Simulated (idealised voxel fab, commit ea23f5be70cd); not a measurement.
process module | voxel self aligned contacts
cross-section cut | 215 nm wide | cells 5 nm
A cross-section is a grid of square cells, given in bands from the top down. A band is one or more rows of cells.
Each band's line starts with the height of the band's top and of its bottom, in nm. Then come its materials from left to right, each with its width in nm. One material with "throughout" fills the band from edge to edge. "air" is empty space.
Height 0 is the level under which the wafer as received is all one material. The lowest band goes on downwards, as in "0 down".
A width such as "30 to 40" changes by the same amount from each row of cells to the next, from the band's top row to its bottom row.
"no change" after a step means that no cell of the cross-section changed.
closed voids: empty space of 8 cells or more with no open way to the top, each as width x height at its distance from the left edge, in nm
after a step's settings: what the simulator itself notes on the step
overlay nm, on a step with a mask: how far to the right of its planned place the mask lay; to the left if negative
plan
1 op RECEIVE | material Si
2 op CONFORMAL_DEP | material SiO2 | thk nm 5
3 op DIRECTIONAL_DEP | material polySi | thk nm 30
4 op DIRECTIONAL_DEP | material SiN | thk nm 15
5 op DIRECTIONAL_DEP | material aC | thk nm 15
6 op PATTERN | tone cover | mask id GATE | material resist | width nm 35 | pitch nm 60 | thk nm 30 | overlay nm 0
7 op DIRECTIONAL_ETCH | etch materials aC | depth nm 15
8 op STRIP | etch materials resist
9 op DIRECTIONAL_ETCH | etch materials SiN | depth nm 15
10 op DIRECTIONAL_ETCH | etch materials polySi | depth nm 30
11 op STRIP | etch materials aC
12 op CONFORMAL_DEP | material SiN | thk nm 5
13 op DIRECTIONAL_ETCH | etch materials SiN | depth nm 5
14 op FILL_DEP | material SiO2 | thk nm 20
15 op CMP | height nm 60
16 op PATTERN | tone open | mask id CONTACT | material resist | width nm 45 | thk nm 20 | overlay nm 0
17 op DIRECTIONAL_ETCH | etch materials SiO2 | depth nm 60
18 op STRIP | etch materials resist
19 op CONFORMAL_DEP | material TiN | thk nm 5
20 op FILL_DEP | material W | thk nm 5
21 op CMP | height nm 60
22 op CONFORMAL_DEP | material SiN | thk nm 5
varied across the wafers: thk nm of step 2. The plan shows the first wafer's value. All wafers start alike
first wafer as received, after step 1
  0 down: Si throughout
  closed voids: none
first wafer at the end, after step 22
  65 to 60: SiN throughout
  60 to 50: SiO2 85 | TiN 5 to 20 | W 35 to 5 | TiN 5 to 20 | SiO2 85
  50 to 35: SiO2 55 | SiN 45 | TiN 5 | W 5 | TiN 5 | SiN 45 | SiO2 55
  35 to 5: SiO2 55 | SiN 5 | polySi 35 | SiN 5 | TiN 5 | W 5 | TiN 5 | SiN 5 | polySi 35 | SiN 5 | SiO2 55
  5 to 0: SiO2 100 | TiN 15 | SiO2 100
  0 down: Si throughout
  closed voids: none
last wafer at the end
  65 to 60: SiN throughout
  60 to 50: SiO2 55 | SiN 45 | TiN 5 | W 5 | TiN 5 | SiN 45 | SiO2 55
  50 to 20: SiO2 55 | SiN 5 | polySi 35 | SiN 5 | TiN 5 | W 5 | TiN 5 | SiN 5 | polySi 35 | SiN 5 | SiO2 55
  20 to 5: SiO2 100 | TiN 5 | W 5 | TiN 5 | SiO2 100
  5 to 0: SiO2 100 | TiN 15 | SiO2 100
  0 down: Si throughout
  closed voids: none
each wafer at the end: cells of each material gained (+) or lost (-) since it was received, then its closed voids
thk nm 5 | +121 SiN | +306 SiO2 | +31 TiN | +17 W | +84 polySi | closed voids: none
thk nm 10 | +121 SiN | +312 SiO2 | +31 TiN | +11 W | +84 polySi | closed voids: none
thk nm 15 | +121 SiN | +318 SiO2 | +25 TiN | +11 W | +84 polySi | closed voids: none
thk nm 20 | +103 SiN | +336 SiO2 | +25 TiN | +11 W | +84 polySi | closed voids: none
